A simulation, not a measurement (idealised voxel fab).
Module name: voxel plated lines (process module)
For reference, the cross-section in this document is cut, with width 240 nm and square cells of 5 nm.
Notation: cross-section as square-cell grid; stated in bands, top first, going down; one or more cell rows per band.
Heights first: top, then bottom, in nm. Then materials, left to right, each with a width in nm. "full width" on a single material: fills the band edge to edge. "empty": empty space.
Measure heights from 0. That's the level where, below it, the as-received wafer is all one material. The lowest band is bottomless and extends downward; write it as in "0..down".
Graded width ("30->40"): value in top row of band = first number; value in bottom row = second number; row-to-row change constant.
Given "nothing altered" for a step, no cell of the cross-section differs between before and after that step.
Entry "Non-vented voids" = empty spaces >= 8 cells with no open way to the top; each as width x height at distance, distance from left edge, all nm.
Formally, on a step line, whatever follows the settings is a remark that the simulator itself makes on the step.
A step's line can hold "overlay nm"; with a mask on that step, the setting says how far right of the planned place the mask lay, while a negative setting says it lay to the left.

[The planned process steps are enumerated hereunder]
1) RECEIVE | material Si
2) CONFORMAL_DEP | material SiN | thk nm 5
3) DIRECTIONAL_DEP | material TiN | thk nm 5
4) PATTERN | tone open | mask id LINES | material resist | width nm 15 | pitch nm 35 | thk nm 35 | overlay nm -15
5) EPI | material Ru | thk nm 5
6) EPI | material Ru | thk nm 5
7) EPI | material Ru | thk nm 10
8) STRIP | etch materials resist
9) DIRECTIONAL_ETCH | etch materials TiN | depth nm 5
10) CONFORMAL_DEP | material SiCN | thk nm 5
Don't read the plan's overlay nm for step 4 as applying to every wafer: that's the first wafer's value, and the wafers differ in it, though they all start identical.

[First of several wafers (as received, post step 1), cross-sectional view]
0..down = Si full width
Non-vented voids: none

[First wafer of several, cross-section, module end, after step 10 (last)]
35..30 = empty 75; SiCN 25; empty 10; SiCN 25; empty 105
30..10 = empty 75; SiCN 5; Ru 15; SiCN 5; empty 10; SiCN 5; Ru 15; SiCN 5; empty 105
10..5 = SiCN 80; TiN 15; SiCN 20; TiN 15; SiCN 110
5..0 = SiN full width
0..down = Si full width
Non-vented voids: none

[Sectional view of the last wafer upon completion of the module]
35..30 = empty 105; SiCN 25; empty 10; SiCN 25; empty 75
30..10 = empty 105; SiCN 5; Ru 15; SiCN 5; empty 10; SiCN 5; Ru 15; SiCN 5; empty 75
10..5 = SiCN 110; TiN 15; SiCN 20; TiN 15; SiCN 80
5..0 = SiN full width
0..down = Si full width
Non-vented voids: none

[For your reference, the table is organized with a row per wafer; each row reflects the wafer at the end of the module, indicating for each material the cells gained (+) or lost (-) since receipt, and thereafter its closed voids]
overlay nm -15, +24 Ru, +68 SiCN, +48 SiN, +6 TiN, Non-vented voids: none
overlay nm -10, +24 Ru, +68 SiCN, +48 SiN, +6 TiN, Non-vented voids: none
overlay nm -5, +24 Ru, +68 SiCN, +48 SiN, +6 TiN, Non-vented voids: none
overlay nm 0, +24 Ru, +68 SiCN, +48 SiN, +6 TiN, Non-vented voids: none
overlay nm 5, +24 Ru, +68 SiCN, +48 SiN, +6 TiN, Non-vented voids: none
overlay nm 10, +24 Ru, +68 SiCN, +48 SiN, +6 TiN, Non-vented voids: none
overlay nm 15, +24 Ru, +68 SiCN, +48 SiN, +6 TiN, Non-vented voids: none
